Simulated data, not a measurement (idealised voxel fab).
Process module heading - voxel released beams
Cross-section cut: width 165 nm, square cells of 5 nm.
Cross-section format: a grid of square cells, given as bands from top to bottom; each band is one or more rows of cells.
For a band, the entry starts with two heights in nm, that of the top and then that of the bottom, and carries on with the band's materials in order from left to right, each alongside its width in nm; the word "everywhere" beside a single material means it fills the band edge to edge, and "blank" means empty space.
For the purposes of this specification, 0 denotes the height below which the wafer in its as-received condition is composed wholly of one material, and the lowermost band, lacking a lower limit, extends downward without end, as expressed in "from 0 down".
Graded width ("30 to 40"): value in top row of band = first number; value in bottom row = second number; row-to-row change constant.
Reading "nothing different" for a step: not a cell of the cross-section changed in it.
"Closed void listing" specifies each empty space that is not open to the top and that occupies no fewer than 8 cells, using the form width x height at distance, the distance measured from the left edge and all three quantities in nm.
On a step's line, text after the settings is the simulator commenting on that step.
If you see "overlay nm" on a step's line and that step has a mask, it's telling you how far right of where it was planned the mask ended up; a negative number means it went left instead.
# Steps in the process plan
| 1 | RECEIVE | material Si |
| 2 | CONFORMAL_DEP | material SiN | thk nm 5 |
| 3 | DIRECTIONAL_DEP | material SiO2 | thk nm 20 |
| 4 | DIRECTIONAL_DEP | material aC | thk nm 15 |
| 5 | PATTERN | tone open | mask id ANCHOR | material resist | width nm 30 | thk nm 30 | overlay nm 0 |
| 6 | DIRECTIONAL_ETCH | etch materials aC | depth nm 15 |
| 7 | STRIP | etch materials resist |
| 8 | DIRECTIONAL_ETCH | etch materials SiO2 | depth nm 20 |
| 9 | STRIP | etch materials aC |
| 10 | CONFORMAL_DEP | material polySi | thk nm 10 |
| 11 | PATTERN | tone cover | mask id BEAM | material resist | width nm 65 | thk nm 15 | overlay nm 0 |
| 12 | DIRECTIONAL_ETCH | etch materials polySi | depth nm 10 |
| 13 | STRIP | etch materials resist |
| 14 | STRIP | etch materials SiO2 |
For this document, wafers share an identical start and vary in the step 11 width nm; the plan quotes the first wafer's value.
# The first of several wafers as received, shown in cross-section; this is its state after step 1
  from 0 down  Si everywhere
  Closed void listing: none
# Module end state after final step 14: cross-section of the first of several wafers
  from 35 to 25  blank: 45 / polySi: 10 / blank: 10 / polySi: 45 / blank: 55
  from 25 to 15  blank: 45 / polySi: 10 / blank: 10 / polySi: 10 / blank: 90
  from 15 to 5  blank: 45 / polySi: 30 / blank: 90
  from 5 to 0  SiN everywhere
  from 0 down  Si everywhere
  Closed void listing: none
# Cross-section of the last wafer at end of module
  from 35 to 25  blank: 35 / polySi: 20 / blank: 10 / polySi: 60 / blank: 40
  from 25 to 15  blank: 45 / polySi: 10 / blank: 10 / polySi: 10 / blank: 90
  from 15 to 5  blank: 45 / polySi: 30 / blank: 90
  from 5 to 0  SiN everywhere
  from 0 down  Si everywhere
  Closed void listing: none
# each wafer at the end: cells of each material gained (+) or lost (-) since it was received, then its closed voids
width nm 65; +33 SiN; +42 polySi; Closed void listing: none
width nm 70; +33 SiN; +44 polySi; Closed void listing: none
width nm 75; +33 SiN; +46 polySi; Closed void listing: none
width nm 80; +33 SiN; +48 polySi; Closed void listing: none
width nm 85; +33 SiN; +50 polySi; Closed void listing: none
width nm 90; +33 SiN; +52 polySi; Closed void listing: none
